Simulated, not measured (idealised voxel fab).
Process module, titled voxel self aligned vias
Section shown: cut. Width: 215 nm. Cell size: 5 nm, square.
Bands, listed from the top down, are how a cross-section gets written in this document; the cross-section itself is a grid of square cells, and a band is one or more rows of them.
What a band's entry tells you: where the top is and where the bottom is, as heights in nm, and after that what lies inside, material by material from left to right, each with its width in nm. Empty space is written as the word "air", and a single material marked with the word "everywhere" occupies the band from edge to edge.
For the purposes of this specification, 0 denotes the height below which the wafer in its as-received condition is composed wholly of one material, and the lowermost band, lacking a lower limit, extends downward without end, as expressed in "0 nm and below".
Width spec "30..40" -> top row of cells at first value, bottom row at second value, equal per-row change in between.
Take "nothing got changed" at face value: in the step it is given for, the cross-section changed in none of its cells.
"Non-vented voids" means: voids of 8 cells or more that are shut off from the top with no open way through. Written width x height at distance, distance from the left edge, in nm.
Where a step's line continues beyond its settings, the continuation is a remark by the simulator itself on that step.
The line of a step may include "overlay nm". On a step with a mask, this value is how far to the right of its planned place the mask lay. A negative value means the mask lay to the left.
**Steps in the process plan**
1: RECEIVE | material Si
2: CONFORMAL_DEP | material SiO2 | thk nm 10
3: CONFORMAL_DEP | material SiCN | thk nm 5
4: DIRECTIONAL_DEP | material lowk | thk nm 20
5: DIRECTIONAL_DEP | material aC | thk nm 15
6: PATTERN | tone open | mask id LINES | material resist | width nm 30 | pitch nm 75 | thk nm 35 | overlay nm 0
7: DIRECTIONAL_ETCH | etch materials aC | depth nm 15
8: STRIP | etch materials resist
9: DIRECTIONAL_ETCH | etch materials lowk | depth nm 20
10: STRIP | etch materials aC
11: CONFORMAL_DEP | material TiN | thk nm 5
12: FILL_DEP | material Ru | thk nm 10
13: CMP | height nm 35
14: SELECTIVE_ETCH | etch materials W Ru TiN | depth nm 5
15: FILL_DEP | material SiN | thk nm 5
16: CMP | height nm 35
17: DIRECTIONAL_DEP | material lowk | thk nm 15
18: DIRECTIONAL_DEP | material aC | thk nm 15
19: PATTERN | tone open | mask id VIAS | material resist | width nm 50 | pitch nm 75 | thk nm 30 | overlay nm 0
20: DIRECTIONAL_ETCH | etch materials aC | depth nm 15
21: STRIP | etch materials resist
22: DIRECTIONAL_ETCH | etch materials lowk | depth nm 15
23: DIRECTIONAL_ETCH | etch materials SiN | depth nm 5
24: STRIP | etch materials aC
25: CONFORMAL_DEP | material TiN | thk nm 5
26: FILL_DEP | material Ru | thk nm 5
27: CMP | height nm 50
28: CONFORMAL_DEP | material SiCN | thk nm 5
**Account of the first of two wafers, which was processed as intended**
**Cross-section of the incoming wafer, state after step 1**
	0 nm and below = Si everywhere
	Non-vented voids: none
**Cross-sectional representation of the wafer at the conclusion of step 2**
	10 nm to 0 nm = SiO2 everywhere
	Below 0, no change.
**Cross-sectional representation of the wafer at the conclusion of step 3**
	15 nm to 10 nm = SiCN everywhere
	Below 10, no change.
**Cross-sectional representation of the wafer at the conclusion of step 4**
	35 nm to 15 nm = lowk everywhere
	Below 15, no change.
**Cross-sectional representation of the wafer at the conclusion of step 5**
	50 nm to 35 nm = aC everywhere
	Below 35, no change.
**Cross-sectional representation of the wafer at the conclusion of step 6**
	85 nm to 50 nm = resist 55 nm | air 30 nm | resist 45 nm | air 30 nm | resist 55 nm
	Below 50, no change.
**Cross-sectional representation of the wafer at the conclusion of step 7**
	70 nm to 50 nm = resist 55 nm | air 30 nm | resist 45 nm | air 30 nm | resist 55 nm
	50 nm to 35 nm = aC 55 nm | air 30 nm | aC 45 nm | air 30 nm | aC 55 nm
	Below 35, no change.
**Cross-sectional representation of the wafer at the conclusion of step 8**
	50 nm to 35 nm = aC 55 nm | air 30 nm | aC 45 nm | air 30 nm | aC 55 nm
	Below 35, no change.
**Cross-sectional representation of the wafer at the conclusion of step 9**
	50 nm to 35 nm = aC 55 nm | air 30 nm | aC 45 nm | air 30 nm | aC 55 nm
	35 nm to 15 nm = lowk 55 nm | air 30 nm | lowk 45 nm | air 30 nm | lowk 55 nm
	Below 15, no change.
**Cross-sectional representation of the wafer at the conclusion of step 10**
	35 nm to 15 nm = lowk 55 nm | air 30 nm | lowk 45 nm | air 30 nm | lowk 55 nm
	Below 15, no change.
**Cross-sectional representation of the wafer at the conclusion of step 11**
	40 nm to 35 nm = TiN 60 nm | air 20 nm | TiN 55 nm | air 20 nm | TiN 60 nm
	35 nm to 20 nm = lowk 55 nm | TiN 5 nm | air 20 nm | TiN 5 nm | lowk 45 nm | TiN 5 nm | air 20 nm | TiN 5 nm | lowk 55 nm
	20 nm to 15 nm = lowk 55 nm | TiN 30 nm | lowk 45 nm | TiN 30 nm | lowk 55 nm
	Below 15, no change.
**Cross-sectional representation of the wafer at the conclusion of step 12**
	50 nm to 40 nm = Ru everywhere
	40 nm to 35 nm = TiN 60 nm | Ru 20 nm | TiN 55 nm | Ru 20 nm | TiN 60 nm
	35 nm to 20 nm = lowk 55 nm | TiN 5 nm | Ru 20 nm | TiN 5 nm | lowk 45 nm | TiN 5 nm | Ru 20 nm | TiN 5 nm | lowk 55 nm
	Below 20, no change.
**Cross-sectional representation of the wafer at the conclusion of step 13**
	35 nm to 20 nm = lowk 55 nm | TiN 5 nm | Ru 20 nm | TiN 5 nm | lowk 45 nm | TiN 5 nm | Ru 20 nm | TiN 5 nm | lowk 55 nm
	Below 20, no change.
**Cross-sectional representation of the wafer at the conclusion of step 14**
	35 nm to 30 nm = lowk 55 nm | air 30 nm | lowk 45 nm | air 30 nm | lowk 55 nm
	Below 30, no change.
**Cross-sectional representation of the wafer at the conclusion of step 15**
	40 nm to 35 nm = SiN everywhere
	35 nm to 30 nm = lowk 55 nm | SiN 30 nm | lowk 45 nm | SiN 30 nm | lowk 55 nm
	Below 30, no change.
**Cross-sectional representation of the wafer at the conclusion of step 16**
	35 nm to 30 nm = lowk 55 nm | SiN 30 nm | lowk 45 nm | SiN 30 nm | lowk 55 nm
	Below 30, no change.
**Cross-sectional representation of the wafer at the conclusion of step 17**
	50 nm to 35 nm = lowk everywhere
	Below 35, no change.
**Cross-sectional representation of the wafer at the conclusion of step 18**
	65 nm to 50 nm = aC everywhere
	Below 50, no change.
**Cross-sectional representation of the wafer at the conclusion of step 19**
	95 nm to 65 nm = resist 45 nm | air 50 nm | resist 25 nm | air 50 nm | resist 45 nm
	Below 65, no change.
**Cross-sectional representation of the wafer at the conclusion of step 20**
	80 nm to 65 nm = resist 45 nm | air 50 nm | resist 25 nm | air 50 nm | resist 45 nm
	65 nm to 50 nm = aC 45 nm | air 50 nm | aC 25 nm | air 50 nm | aC 45 nm
	Below 50, no change.
**Cross-sectional representation of the wafer at the conclusion of step 21**
	65 nm to 50 nm = aC 45 nm | air 50 nm | aC 25 nm | air 50 nm | aC 45 nm
	Below 50, no change.
**Cross-sectional representation of the wafer at the conclusion of step 22**
	65 nm to 50 nm = aC 45 nm | air 50 nm | aC 25 nm | air 50 nm | aC 45 nm
	50 nm to 35 nm = lowk 45 nm | air 50 nm | lowk 25 nm | air 50 nm | lowk 45 nm
	Below 35, no change.
**Cross-sectional representation of the wafer at the conclusion of step 23**
	65 nm to 50 nm = aC 45 nm | air 50 nm | aC 25 nm | air 50 nm | aC 45 nm
	50 nm to 35 nm = lowk 45 nm | air 50 nm | lowk 25 nm | air 50 nm | lowk 45 nm
	35 nm to 30 nm = lowk 55 nm | air 30 nm | lowk 45 nm | air 30 nm | lowk 55 nm
	Below 30, no change.
**Cross-sectional representation of the wafer at the conclusion of step 24**
	50 nm to 35 nm = lowk 45 nm | air 50 nm | lowk 25 nm | air 50 nm | lowk 45 nm
	Below 35, no change.
**Cross-sectional representation of the wafer at the conclusion of step 25**
	55 nm to 50 nm = TiN 50 nm | air 40 nm | TiN 35 nm | air 40 nm | TiN 50 nm
	50 nm to 40 nm = lowk 45 nm | TiN 5 nm | air 40 nm | TiN 5 nm | lowk 25 nm | TiN 5 nm | air 40 nm | TiN 5 nm | lowk 45 nm
	40 nm to 35 nm = lowk 45 nm | TiN 15 nm | air 20 nm | TiN 15 nm | lowk 25 nm | TiN 15 nm | air 20 nm | TiN 15 nm | lowk 45 nm
	35 nm to 30 nm = lowk 55 nm | TiN 30 nm | lowk 45 nm | TiN 30 nm | lowk 55 nm
	Below 30, no change.
**Cross-sectional representation of the wafer at the conclusion of step 26**
	60 nm to 55 nm = Ru everywhere
	55 nm to 50 nm = TiN 50 nm | Ru 40 nm | TiN 35 nm | Ru 40 nm | TiN 50 nm
	50 nm to 40 nm = lowk 45 nm | TiN 5 nm | Ru 40 nm | TiN 5 nm | lowk 25 nm | TiN 5 nm | Ru 40 nm | TiN 5 nm | lowk 45 nm
	40 nm to 35 nm = lowk 45 nm | TiN 15 nm | Ru 20 nm | TiN 15 nm | lowk 25 nm | TiN 15 nm | Ru 20 nm | TiN 15 nm | lowk 45 nm
	Below 35, no change.
**Cross-sectional representation of the wafer at the conclusion of step 27**
	50 nm to 40 nm = lowk 45 nm | TiN 5 nm | Ru 40 nm | TiN 5 nm | lowk 25 nm | TiN 5 nm | Ru 40 nm | TiN 5 nm | lowk 45 nm
	Below 40, no change.
**Cross-sectional representation of the wafer at the conclusion of step 28**
	55 nm to 50 nm = SiCN everywhere
	Below 50, no change.
**Second of two: same start, same plan, one run error; steps up to and including 26 match the first**
**Cross-section, second wafer, at the end time the plan gives for step 27**
	55 nm to 50 nm = TiN 50 nm | Ru 40 nm | TiN 35 nm | Ru 40 nm | TiN 50 nm
	Below 50, no change.
**Cross-section, second wafer, at the end time the plan gives for step 28**
	60 nm to 55 nm = SiCN everywhere
	Below 55, no change.
What went wrong in running the wafer? step 27 ran differently from the plan; actual operation with settings: CMP | height nm 55
Once processing is complete, comparing cell counts shows that the second wafer has more or fewer of certain materials than the first: Ru +16, TiN +27
